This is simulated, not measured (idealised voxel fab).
The name of this process module is voxel self aligned vias.
Section cut is 220 nm wide and gridded with 5 nm square cells.
Format of a cross-section: grid, square cells. Given as bands. Order: top down. Band: one or more rows of cells.
What a band's entry tells you: where the top is and where the bottom is, as heights in nm, and after that what lies inside, material by material from left to right, each with its width in nm. Empty space is written as the word "blank", and a single material marked with the word "all across" occupies the band from edge to edge.
Where do heights start? At 0: under that level the wafer as delivered is made of one material only. And the lowest band has no floor; it just carries on downward, as in "0 nm and below".
The two numbers in a width such as "30 to 40" mark its ends across the band: the first belongs to the top row of cells, the second to the bottom row, and from each row to the next the width moves by the same amount.
When a step is marked "nothing changed", none of the cells in the cross-section changed during that step.
"Sealed internal voids": sealed empty spaces, 8 cells or more, no open way to top, listed width x height at distance, with distance from the left edge and width, height and distance in nm.
Read whatever lies past the settings on a step's line as the simulator's own remark about the step.
overlay nm: mask right of planned place by this much (step with mask). Neg. = left.
Below is the list of planned process steps
1 RECEIVE (material Si)
2 CONFORMAL_DEP (material SiO2; thk nm 15)
3 CONFORMAL_DEP (material SiCN; thk nm 5)
4 DIRECTIONAL_DEP (material SiO2; thk nm 25)
5 DIRECTIONAL_DEP (material aC; thk nm 10)
6 PATTERN (tone open; mask id LINES; material resist; width nm 30; pitch nm 70; thk nm 25; overlay nm 0)
7 DIRECTIONAL_ETCH (etch materials aC; depth nm 10)
8 STRIP (etch materials resist)
9 DIRECTIONAL_ETCH (etch materials SiO2; depth nm 25)
10 STRIP (etch materials aC)
11 CONFORMAL_DEP (material TiN; thk nm 5)
12 FILL_DEP (material Ru; thk nm 10)
13 CMP (height nm 45)
14 SELECTIVE_ETCH (etch materials W Ru TiN; depth nm 10)
15 FILL_DEP (material SiN; thk nm 10)
16 CMP (height nm 45)
17 DIRECTIONAL_DEP (material SiO2; thk nm 15)
18 MASKED_ETCH (tone open; mask id VIAS; width nm 50; pitch nm 70; etch materials SiO2; depth nm 15; overlay nm 0)
19 MASKED_ETCH (tone open; mask id VIAS; width nm 50; pitch nm 70; etch materials SiN; depth nm 10; overlay nm 0)
20 CONFORMAL_DEP (material TiN; thk nm 5)
21 FILL_DEP (material Cu; thk nm 5)
22 CMP (height nm 60)
23 CONFORMAL_DEP (material SiCN; thk nm 5)
As-received wafer cross-section (after step 1)
  0 nm and below = Si all across
  Sealed internal voids: none
Wafer at module end, in section. Began as above, planned as above, run with one mistake
  65 nm to 60 nm = SiCN all across
  60 nm to 50 nm = 50 of SiO2 | 5 of TiN | 40 of Cu | 5 of TiN | 20 of SiO2 | 5 of TiN | 40 of Cu | 5 of TiN | 50 of SiO2
  50 nm to 45 nm = 50 of SiO2 | 50 of TiN | 20 of SiO2 | 50 of TiN | 50 of SiO2
  45 nm to 40 nm = SiCN all across
  40 nm to 0 nm = SiO2 all across
  0 nm and below = Si all across
  Sealed internal voids: none
Nonconformance to the process plan: steps 3 and 4 swapped
